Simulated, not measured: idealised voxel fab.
Process module name: voxel self aligned contacts
Cross-section cut: width 280 nm, square cells of 5 nm.
Cross-section format: a grid of square cells, given as bands from top to bottom; each band is one or more rows of cells.
Band: top and bottom heights (nm) first, top before bottom; then materials from left to right, widths in nm. "full width" marks a sole material filling the band edge to edge. "blank" denotes empty space.
A quick word on heights: they are counted from 0, and under that level the wafer as it came to us is one material throughout. The lowest band is different from the rest in having no bottom; it simply continues downward, written as in "top 0, no bottom".
The width entry "30->40" should be interpreted row by row: the top row of cells in the band takes the first number, the bottom row takes the second number, and the change between adjacent rows is uniform throughout.
Step note "remained the same" = no cross-section cell changed.
Listed in "Completely sealed voids": every empty space of 8 or more cells without an open way to the top. Form: width x height at distance, the distance being from the left edge, all in nm.
Whatever follows a step's settings on its line is a remark the simulator itself makes about that step.
overlay nm: step with mask; distance mask lay right of planned place; negative value = left of planned place.
[The steps planned for the process are as follows]
step 1: RECEIVE: material Si
step 2: CONFORMAL_DEP: material SiO2, thk nm 5
step 3: DIRECTIONAL_DEP: material polySi, thk nm 30
step 4: DIRECTIONAL_DEP: material SiN, thk nm 15
step 5: DIRECTIONAL_DEP: material aC, thk nm 10
step 6: PATTERN: tone cover, mask id GATE, material resist, width nm 20, pitch nm 60, thk nm 25, overlay nm 0
step 7: DIRECTIONAL_ETCH: etch materials aC, depth nm 10
step 8: STRIP: etch materials resist
step 9: DIRECTIONAL_ETCH: etch materials SiN, depth nm 15
step 10: DIRECTIONAL_ETCH: etch materials polySi, depth nm 30
step 11: STRIP: etch materials aC
step 12: CONFORMAL_DEP: material SiN, thk nm 5
step 13: DIRECTIONAL_ETCH: etch materials SiN, depth nm 5
step 14: FILL_DEP: material SiO2, thk nm 15
step 15: CMP: height nm 60
step 16: MASKED_ETCH: tone open, mask id CONTACT, width nm 40, etch materials SiO2, depth nm 60, overlay nm 0
step 17: CONFORMAL_DEP: material TiN, thk nm 5
step 18: FILL_DEP: material W, thk nm 10
step 19: CMP: height nm 60
step 20: CONFORMAL_DEP: material SiCN, thk nm 5
varied across the wafers: width nm of step 6. The plan shows the first wafer's value. All wafers start alike
[The first of several wafers, as received after step 1, seen in section]
  top 0, no bottom  Si full width
  Completely sealed voids: none
[First of several wafers, sectioned at end of module (last step: step 20)]
  top 65, bottom 60  SiCN full width
  top 60, bottom 50  SiO2 120 nm; TiN 5->10 nm; W 30->20 nm; TiN 5->10 nm; SiO2 120 nm
  top 50, bottom 35  SiO2 95 nm; SiN 30 nm; TiN 5 nm; W 20 nm; TiN 5 nm; SiN 30 nm; SiO2 95 nm
  top 35, bottom 5  SiO2 95 nm; SiN 5 nm; polySi 20 nm; SiN 5 nm; TiN 5 nm; W 20 nm; TiN 5 nm; SiN 5 nm; polySi 20 nm; SiN 5 nm; SiO2 95 nm
  top 5, bottom 0  SiO2 125 nm; TiN 30 nm; SiO2 125 nm
  top 0, no bottom  Si full width
  Completely sealed voids: none
[At the end of the module, the last of several wafers in cross-section]
  top 65, bottom 60  SiCN full width
  top 60, bottom 55  SiO2 120 nm; TiN 5 nm; W 30 nm; TiN 5 nm; SiO2 120 nm
  top 55, bottom 50  SiO2 120 nm; TiN 40 nm; SiO2 120 nm
  top 50, bottom 35  SiO2 85 nm; SiN 55 nm; TiN 5 nm; SiN 55 nm; SiO2 80 nm
  top 35, bottom 5  SiO2 85 nm; SiN 5 nm; polySi 45 nm; SiN 5 nm; TiN 5 nm; SiN 5 nm; polySi 45 nm; SiN 5 nm; SiO2 80 nm
  top 5, bottom 0  SiO2 140 nm; TiN 5 nm; SiO2 135 nm
  top 0, no bottom  Si full width
  Completely sealed voids: none
[The rows of the table below are wafers. Looking at the end of the module, a row counts, for every material, the cells the wafer has gained, shown as (+), or lost, shown as (-), since it was received; its closed voids come next]
width nm 20 | +56 SiCN | +60 SiN | +488 SiO2 | +30 TiN | +46 W | +48 polySi | Completely sealed voids: none
width nm 25 | +56 SiCN | +66 SiN | +480 SiO2 | +30 TiN | +36 W | +60 polySi | Completely sealed voids: none
width nm 30 | +56 SiCN | +72 SiN | +472 SiO2 | +30 TiN | +26 W | +72 polySi | Completely sealed voids: none
width nm 35 | +56 SiCN | +78 SiN | +464 SiO2 | +30 TiN | +16 W | +84 polySi | Completely sealed voids: none
width nm 40 | +56 SiCN | +84 SiN | +456 SiO2 | +30 TiN | +6 W | +96 polySi | Completely sealed voids: none
width nm 45 | +56 SiCN | +90 SiN | +448 SiO2 | +20 TiN | +6 W | +108 polySi | Completely sealed voids: none
